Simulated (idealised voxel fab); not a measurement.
Name of the process module below: voxel plated lines
Cross-section cut: width 300 nm, square cells of 5 nm.
Cross-section spec: square-cell grid; bands listed top down; each band is one or more rows. In this notation a band is specified by the heights of its top and bottom, in that order and in nm, after which its materials appear from left to right, each paired with its width in nm. The word "everywhere" attached to a single material means that material fills the band from edge to edge; the word "air" stands for empty space. Heights are expressed relative to 0, this being the level below which the as-received wafer comprises one material exclusively. The lowest band is unbounded in the downward direction and is denoted as in "from 0 down". Width "30..40": first value at the band's top row of cells, second value at its bottom row, equal change from row to row. Key: "no modifications" - step with no changed cell in the cross-section. "Closed internal cavities" - sealed voids, min. 8 cells, no opening to top; format: width x height at distance (distance from left edge; nm throughout). Formally, on a step line, whatever follows the settings is a remark that the simulator itself makes on the step. A step line may carry the setting "overlay nm", which, for steps involving a mask, states the distance by which the mask lay to the right of its intended position; negative values denote displacement to the left.
# This section lists the process steps that were planned
1) RECEIVE with material Si
2) CONFORMAL_DEP with material Al2O3, thk nm 15
3) DIRECTIONAL_DEP with material TiN, thk nm 5
4) PATTERN with tone open, mask id LINES, material resist, width nm 25, pitch nm 55, thk nm 35, overlay nm -15
5) EPI with material Ru, thk nm 5
6) EPI with material Ru, thk nm 5
7) EPI with material Ru, thk nm 5
8) STRIP with etch materials resist
9) DIRECTIONAL_ETCH with etch materials TiN, depth nm 5
10) CONFORMAL_DEP with material SiN, thk nm 10
Split variable: overlay nm, step 4. Plan value = first wafer. Wafers start alike.
# Incoming state of the first of several wafers in cross-section: after step 1
- from 0 down  Si everywhere
- Closed internal cavities: none
# Below: a row per wafer. Contents at end of module: for every material, cells gained since receipt (+) or lost since receipt (-); then closed voids
overlay nm -15, +180 Al2O3, +30 Ru, +152 SiN, +10 TiN, Closed internal cavities: none
overlay nm -10, +180 Al2O3, +30 Ru, +152 SiN, +10 TiN, Closed internal cavities: none
overlay nm -5, +180 Al2O3, +30 Ru, +152 SiN, +10 TiN, Closed internal cavities: none
overlay nm 0, +180 Al2O3, +30 Ru, +152 SiN, +10 TiN, Closed internal cavities: none
overlay nm 5, +180 Al2O3, +30 Ru, +152 SiN, +10 TiN, Closed internal cavities: none
overlay nm 10, +180 Al2O3, +30 Ru, +152 SiN, +10 TiN, Closed internal cavities: none
overlay nm 15, +180 Al2O3, +30 Ru, +152 SiN, +10 TiN, Closed internal cavities: none
